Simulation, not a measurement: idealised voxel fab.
Presented below is a process module, voxel quadruple lines.
Pictured: cross-section cut, 295 nm wide, on a grid of 5 nm square cells.
Cross-section = grid of square cells, listed top down in bands; band = one or more rows.
For a band, the entry starts with two heights in nm, that of the top and then that of the bottom, and carries on with the band's materials in order from left to right, each alongside its width in nm; the word "edge to edge" beside a single material means it fills the band edge to edge, and "air" means empty space.
We count height from 0. Below that, the starting wafer is all one material. The lowest band never ends at the bottom but goes on down; see "top 0, no bottom" for how that is written.
So if you see something like "30..40" for the width, read it as the top row of the band sitting at the first number and the bottom row at the second, with every row in between moving by the same amount as the last.
Reading "nothing different" for a step: not a cell of the cross-section changed in it.
Voids not open to the top, 8 cells minimum: see "Unvented cavities". Written width x height at distance; distance is from the left edge; nm.
Post-settings text on a step line: simulator's own remark regarding the step.
You can add "overlay nm" to a step's line. For a step with a mask, it describes how far the mask lay to the right of its planned position, and a negative number describes a lay to the left.

List of planned process steps:
1. op RECEIVE | material Si
2. op CONFORMAL_DEP | material Al2O3 | thk nm 5
3. op DIRECTIONAL_DEP | material TiN | thk nm 15
4. op DIRECTIONAL_DEP | material polySi | thk nm 20
5. op DIRECTIONAL_DEP | material aC | thk nm 20
6. op PATTERN | tone cover | mask id MANDREL | material resist | width nm 20 | thk nm 30 | overlay nm 0
7. op DIRECTIONAL_ETCH | etch materials aC | depth nm 20
8. op STRIP | etch materials resist
9. op CONFORMAL_DEP | material SiO2 | thk nm 10
10. op DIRECTIONAL_ETCH | etch materials SiO2 | depth nm 10
11. op STRIP | etch materials aC
12. op DIRECTIONAL_ETCH | etch materials polySi | depth nm 20
13. op STRIP | etch materials SiO2
14. op CONFORMAL_DEP | material SiCN | thk nm 5
15. op DIRECTIONAL_ETCH | etch materials SiCN | depth nm 5
16. op STRIP | etch materials polySi
17. op DIRECTIONAL_ETCH | etch materials TiN | depth nm 15
18. op STRIP | etch materials SiCN

Incoming wafer, cross-sectional view, post step 1:
- top 0, no bottom  Si edge to edge
- Unvented cavities: none

Wafer at module end, in section. Began as above, planned as above, run with one mistake:
- top 20, bottom 5  130 nm air | 5 nm TiN | 20 nm air | 5 nm TiN | 135 nm air
- top 5, bottom 0  Al2O3 edge to edge
- top 0, no bottom  Si edge to edge
- Unvented cavities: none
What went wrong in running the wafer? off-plan run, step 6, actual operation and settings op PATTERN | tone open | mask id MANDREL | material resist | width nm 20 | thk nm 30 | overlay nm 0
